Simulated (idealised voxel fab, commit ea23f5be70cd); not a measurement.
Process module under the name voxel local oxidation
This is section cut - it's 230 nm across, gridded in 5 nm square cells.
Cross-sections here: square-cell grids, written as top-down lists of bands, a band being one or more rows of cells.
Band: top height; bottom height; in nm. Then, left to right: material with width in nm, for each material. "throughout": a single material spanning edge to edge. "blank": empty space.
Ref level 0: as-received wafer is one material below here. Bottom band extends down with no lower bound ("0 -> down").
Think of "30 to 40" as a width that walks from the first number to the second as you go down the band, top row to bottom row, taking equal-sized steps from row to row.
No cell of the cross-section changed in a step that is given as "nothing different".
The entry titled "Closed void register" provides the empty spaces that have no open way to the top, restricted to those of 8 cells or more. Each is presented as width x height at distance, the distance being measured from the left edge, with all three in nm.
Heads up: the bit after the settings on a step's line is the simulator's remark on that step.
If you see "overlay nm" on a step's line and that step has a mask, it's telling you how far right of where it was planned the mask ended up; a negative number means it went left instead.

The process steps that were planned are listed below:
1,RECEIVE: material Si
2,CONFORMAL_DEP: material SiO2, thk nm 5
3,CONFORMAL_DEP: material SiN, thk nm 15
4,DIRECTIONAL_DEP: material aC, thk nm 15
5,PATTERN: tone cover, mask id ACTIVE, material resist, width nm 120, thk nm 30, overlay nm 0
6,DIRECTIONAL_ETCH: etch materials aC, depth nm 15
7,STRIP: etch materials resist
8,DIRECTIONAL_ETCH: etch materials SiN, depth nm 15
9,STRIP: etch materials aC
10,SELECTIVE_ETCH: etch materials SiO2, depth nm 5
11,OXIDIZE: depth nm 5
12,STRIP: etch materials SiN
It is noted that the wafers described herein are identical at the outset and are distinguished by the depth nm of step 11; the value stated in the plan corresponds to the first wafer.

As-received state after step 1, first of several wafers, cross-section:
0 -> down = Si throughout
Closed void register: none

For your reference, the table is organized with a row per wafer; each row reflects the wafer at the end of the module, indicating for each material the cells gained (+) or lost (-) since receipt, and thereafter its closed voids:
depth nm 5; -26 Si; +48 SiO2; Closed void register: none
depth nm 10; -56 Si; +78 SiO2; Closed void register: none
depth nm 15; -90 Si; +112 SiO2; Closed void register: none
depth nm 20; -128 Si; +150 SiO2; Closed void register: none
depth nm 25; -170 Si; +192 SiO2; Closed void register: none
depth nm 30; -216 Si; +238 SiO2; Closed void register: none
